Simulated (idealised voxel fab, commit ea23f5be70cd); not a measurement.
This section sets out a process module, namely voxel plated lines.
225 nm wide, 5 nm square cells: that's cross-section cut.
Format of a cross-section: grid, square cells. Given as bands. Order: top down. Band: one or more rows of cells. The entry gives the band's vertical extent as a top height and a bottom height in nm, then its horizontal make-up as materials from left to right, each with a width in nm. "air" stands for empty space; a single material marked "throughout" fills the band edge to edge. All heights in this document are referenced to 0, defined as the level beneath which the wafer, as received, consists entirely of one material. The lowest band is not bounded below; it extends indefinitely downward and is written in the form "0..down". The expression "30 to 40" gives the width at the extremes of the band, the first number at its top row of cells and the second at its bottom row, with the width changing by equal amounts from each row to the next in between. Where a step carries "remains unaltered", the cross-section came out of it unchanged, cell for cell. "Encapsulated voids" enumerates empty spaces isolated from the top, with no open way to it, that contain at least 8 cells, giving each as width x height at distance from the left edge, all three in nm. after a step's settings: what the simulator itself notes on the step. overlay nm: step with mask; distance mask lay right of planned place; negative value = left of planned place.
Planned process steps
- 1: RECEIVE | material Si
- 2: CONFORMAL_DEP | material Al2O3 | thk nm 15
- 3: DIRECTIONAL_DEP | material TiN | thk nm 5
- 4: PATTERN | tone open | mask id LINES | material resist | width nm 20 | pitch nm 55 | thk nm 30 | overlay nm 0
- 5: EPI | material Ru | thk nm 5
- 6: EPI | material Ru | thk nm 5
- 7: STRIP | etch materials resist
- 8: DIRECTIONAL_ETCH | etch materials TiN | depth nm 5
- 9: CONFORMAL_DEP | material SiO2 | thk nm 10
The wafers in this document start out alike and differ in the width nm applied at step 4; the plan shows the value used for the first wafer.
As received, i.e. after step 1: cross-section through the first of several wafers
  0..down: Si throughout
  Encapsulated voids: none
Basically each wafer gets a line in the table, showing it at the end of the module: material by material, the cells it gained (+) or lost (-) since we got it, then its closed voids
width nm 20 | +135 Al2O3 | +32 Ru | +138 SiO2 | +16 TiN | Encapsulated voids: none
width nm 25 | +135 Al2O3 | +40 Ru | +138 SiO2 | +20 TiN | Encapsulated voids: none
width nm 30 | +135 Al2O3 | +48 Ru | +138 SiO2 | +24 TiN | Encapsulated voids: none
